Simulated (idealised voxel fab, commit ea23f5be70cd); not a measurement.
The following is a process module called voxel tone inversion.
For reference, the cross-section in this document is cut, with width 275 nm and square cells of 5 nm.
How to read a cross-section here: the picture is a grid of square cells, written as bands going from the top down, and any band can span one or more rows of cells.
Per band: top height and bottom height in nm, followed by the left-to-right materials and their widths in nm; "all across" marks a single material spanning edge to edge, "air" marks empty space.
Where do heights start? At 0: under that level the wafer as delivered is made of one material only. And the lowest band has no floor; it just carries on downward, as in "0 -> down".
Read "30 to 40" as a graded width: first number on top, second number at the bottom, same change between each pair of neighbouring rows.
When a step is marked "identical to before", none of the cells in the cross-section changed during that step.
"Closed-off voids" enumerates empty spaces isolated from the top, with no open way to it, that contain at least 8 cells, giving each as width x height at distance from the left edge, all three in nm.
Step line, after settings: the simulator's comment on this step.
Steps that use a mask can have "overlay nm" on their line. It says how far the mask sat to the right of where it was meant to be. Negative means to the left.
-- The steps planned for the process are as follows
1 RECEIVE (material Si)
2 CONFORMAL_DEP (material SiCN; thk nm 10)
3 DIRECTIONAL_DEP (material polySi; thk nm 15)
4 PATTERN (tone cover; mask id POSTS; material resist; width nm 20; pitch nm 40; thk nm 25; overlay nm 0)
5 DIRECTIONAL_ETCH (etch materials polySi; depth nm 15)
6 STRIP (etch materials resist)
7 FILL_DEP (material lowk; thk nm 10)
8 CMP (height nm 25)
9 STRIP (etch materials polySi)
10 CONFORMAL_DEP (material TiN; thk nm 5)
11 FILL_DEP (material Ru; thk nm 10)
12 CMP (height nm 25)
13 CONFORMAL_DEP (material SiN; thk nm 5)
-- Below: the first of two wafers, run as planned
-- Cross-sectional view of the wafer in its as-received condition, corresponding to the state after step 1
- 0 -> down = Si all across
- Closed-off voids: none
-- Take a look at the wafer's cross-section after step 2
- 10 -> 0 = SiCN all across
- At heights below 0, the structure remains unaltered.
-- Take a look at the wafer's cross-section after step 3
- 25 -> 10 = polySi all across
- At heights below 10, the structure remains unaltered.
-- Take a look at the wafer's cross-section after step 4
- 50 -> 25 = air 65 nm / resist 20 nm / air 20 nm / resist 20 nm / air 20 nm / resist 20 nm / air 20 nm / resist 20 nm / air 70 nm
- At heights below 25, the structure remains unaltered.
-- Take a look at the wafer's cross-section after step 5
- 50 -> 25 = air 65 nm / resist 20 nm / air 20 nm / resist 20 nm / air 20 nm / resist 20 nm / air 20 nm / resist 20 nm / air 70 nm
- 25 -> 10 = air 65 nm / polySi 20 nm / air 20 nm / polySi 20 nm / air 20 nm / polySi 20 nm / air 20 nm / polySi 20 nm / air 70 nm
- At heights below 10, the structure remains unaltered.
-- Take a look at the wafer's cross-section after step 6
- 25 -> 10 = air 65 nm / polySi 20 nm / air 20 nm / polySi 20 nm / air 20 nm / polySi 20 nm / air 20 nm / polySi 20 nm / air 70 nm
- At heights below 10, the structure remains unaltered.
-- Take a look at the wafer's cross-section after step 7
- 35 -> 25 = lowk all across
- 25 -> 10 = lowk 65 nm / polySi 20 nm / lowk 20 nm / polySi 20 nm / lowk 20 nm / polySi 20 nm / lowk 20 nm / polySi 20 nm / lowk 70 nm
- At heights below 10, the structure remains unaltered.
-- Take a look at the wafer's cross-section after step 8
- 25 -> 10 = lowk 65 nm / polySi 20 nm / lowk 20 nm / polySi 20 nm / lowk 20 nm / polySi 20 nm / lowk 20 nm / polySi 20 nm / lowk 70 nm
- At heights below 10, the structure remains unaltered.
-- Take a look at the wafer's cross-section after step 9
- 25 -> 10 = lowk 65 nm / air 20 nm / lowk 20 nm / air 20 nm / lowk 20 nm / air 20 nm / lowk 20 nm / air 20 nm / lowk 70 nm
- At heights below 10, the structure remains unaltered.
-- Take a look at the wafer's cross-section after step 10
- 30 -> 25 = TiN 70 nm / air 10 nm / TiN 30 nm / air 10 nm / TiN 30 nm / air 10 nm / TiN 30 nm / air 10 nm / TiN 75 nm
- 25 -> 15 = lowk 65 nm / TiN 5 nm / air 10 nm / TiN 5 nm / lowk 20 nm / TiN 5 nm / air 10 nm / TiN 5 nm / lowk 20 nm / TiN 5 nm / air 10 nm / TiN 5 nm / lowk 20 nm / TiN 5 nm / air 10 nm / TiN 5 nm / lowk 70 nm
- 15 -> 10 = lowk 65 nm / TiN 20 nm / lowk 20 nm / TiN 20 nm / lowk 20 nm / TiN 20 nm / lowk 20 nm / TiN 20 nm / lowk 70 nm
- At heights below 10, the structure remains unaltered.
-- Take a look at the wafer's cross-section after step 11
- 40 -> 30 = Ru all across
- 30 -> 25 = TiN 70 nm / Ru 10 nm / TiN 30 nm / Ru 10 nm / TiN 30 nm / Ru 10 nm / TiN 30 nm / Ru 10 nm / TiN 75 nm
- 25 -> 15 = lowk 65 nm / TiN 5 nm / Ru 10 nm / TiN 5 nm / lowk 20 nm / TiN 5 nm / Ru 10 nm / TiN 5 nm / lowk 20 nm / TiN 5 nm / Ru 10 nm / TiN 5 nm / lowk 20 nm / TiN 5 nm / Ru 10 nm / TiN 5 nm / lowk 70 nm
- At heights below 15, the structure remains unaltered.
-- Take a look at the wafer's cross-section after step 12
- 25 -> 15 = lowk 65 nm / TiN 5 nm / Ru 10 nm / TiN 5 nm / lowk 20 nm / TiN 5 nm / Ru 10 nm / TiN 5 nm / lowk 20 nm / TiN 5 nm / Ru 10 nm / TiN 5 nm / lowk 20 nm / TiN 5 nm / Ru 10 nm / TiN 5 nm / lowk 70 nm
- At heights below 15, the structure remains unaltered.
-- Take a look at the wafer's cross-section after step 13
- 30 -> 25 = SiN all across
- At heights below 25, the structure remains unaltered.
-- Wafer two: like wafer one in start and plan, but with one mistake in execution; identical up to and including step 11
Second wafer profile in section, at the moment step 12 of the plan was meant to be complete: identical to before
-- Second wafer profile in section, at the moment step 13 of the plan was meant to be complete
- 45 -> 40 = SiN all across
- At heights below 40, the structure remains unaltered.
Run error: plan step 12 skipped
The final cell counts differ between the wafers, with the second having more or fewer of some materials than the first: 118 more of Ru; 47 more of TiN
